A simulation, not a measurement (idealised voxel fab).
The name of this process module is voxel spacer lines.
It is cross-section cut that appears here, measuring 140 nm in width, its square cells being 5 nm in size.
This document writes a cross-section as a grid whose cells are square, and gives it as bands, listed from the top down; one or more rows of cells form a band.
Within each band entry, the heights of the top and of the bottom of the band appear first, in that order and in nm; the materials of the band then follow from left to right, each with its corresponding width in nm. The designation "edge to edge" on a single material indicates that it fills the band from edge to edge; the designation "blank" indicates empty space.
For the purposes of this specification, 0 denotes the height below which the wafer in its as-received condition is composed wholly of one material, and the lowermost band, lacking a lower limit, extends downward without end, as expressed in "top 0, no bottom".
Graded width ("30 to 40"): value in top row of band = first number; value in bottom row = second number; row-to-row change constant.
"no alterations made", as given for a step, is the statement that not any cell of the cross-section underwent a change during that step.
The entry "Cavities, sealed" lists the empty spaces that cover at least 8 cells and have no open path to the top. Each is written as width x height at distance, where the distance is measured from the left edge and all three values are in nm.
That trailing text on a step's line, after the settings, is the simulator's own remark on the step.
You can add "overlay nm" to a step's line. For a step with a mask, it describes how far the mask lay to the right of its planned position, and a negative number describes a lay to the left.
[The planned process steps are enumerated hereunder]
1 RECEIVE, material Si
2 CONFORMAL_DEP, material SiO2, thk nm 5
3 DIRECTIONAL_DEP, material W, thk nm 20
4 DIRECTIONAL_DEP, material aC, thk nm 30
5 PATTERN, tone cover, mask id MANDREL, material resist, width nm 25, pitch nm 80, thk nm 40, overlay nm 0
6 DIRECTIONAL_ETCH, etch materials aC, depth nm 30
7 STRIP, etch materials resist
8 CONFORMAL_DEP, material SiN, thk nm 15
9 DIRECTIONAL_ETCH, etch materials SiN, depth nm 15
10 STRIP, etch materials aC
11 DIRECTIONAL_ETCH, etch materials W, depth nm 20
12 STRIP, etch materials SiN
13 FILL_DEP, material SiO2, thk nm 5
14 CMP, height nm 25
[Cross-section of the wafer as it came to us, i.e., already through step 1]
- top 0, no bottom: Si edge to edge
- Cavities, sealed: none
[Cross-section taken at module completion on the first of two wafers; processed per the plan]
- top 25, bottom 5: 15 of W, 25 of SiO2, 15 of W, 25 of SiO2, 15 of W, 25 of SiO2, 15 of W, 5 of SiO2
- top 5, bottom 0: SiO2 edge to edge
- top 0, no bottom: Si edge to edge
- Cavities, sealed: none
[What the second wafer looks like in cross-section once the module is done. Its start and its plan matched the first wafer's exactly; what differed was one mistake in how it was run]
- top 25, bottom 20: 55 of W, 25 of SiO2, 55 of W, 5 of SiO2
- top 20, bottom 5: W edge to edge
- top 5, bottom 0: SiO2 edge to edge
- top 0, no bottom: Si edge to edge
- Cavities, sealed: none
Plan not followed: step 8, actual vs plan mismatch, actual run CONFORMAL_DEP, material W, thk nm 15
It is noted that, at the conclusion of processing, the second wafer exhibits a higher or lower cell count for certain materials relative to the first: SiO2 -58 | W +58
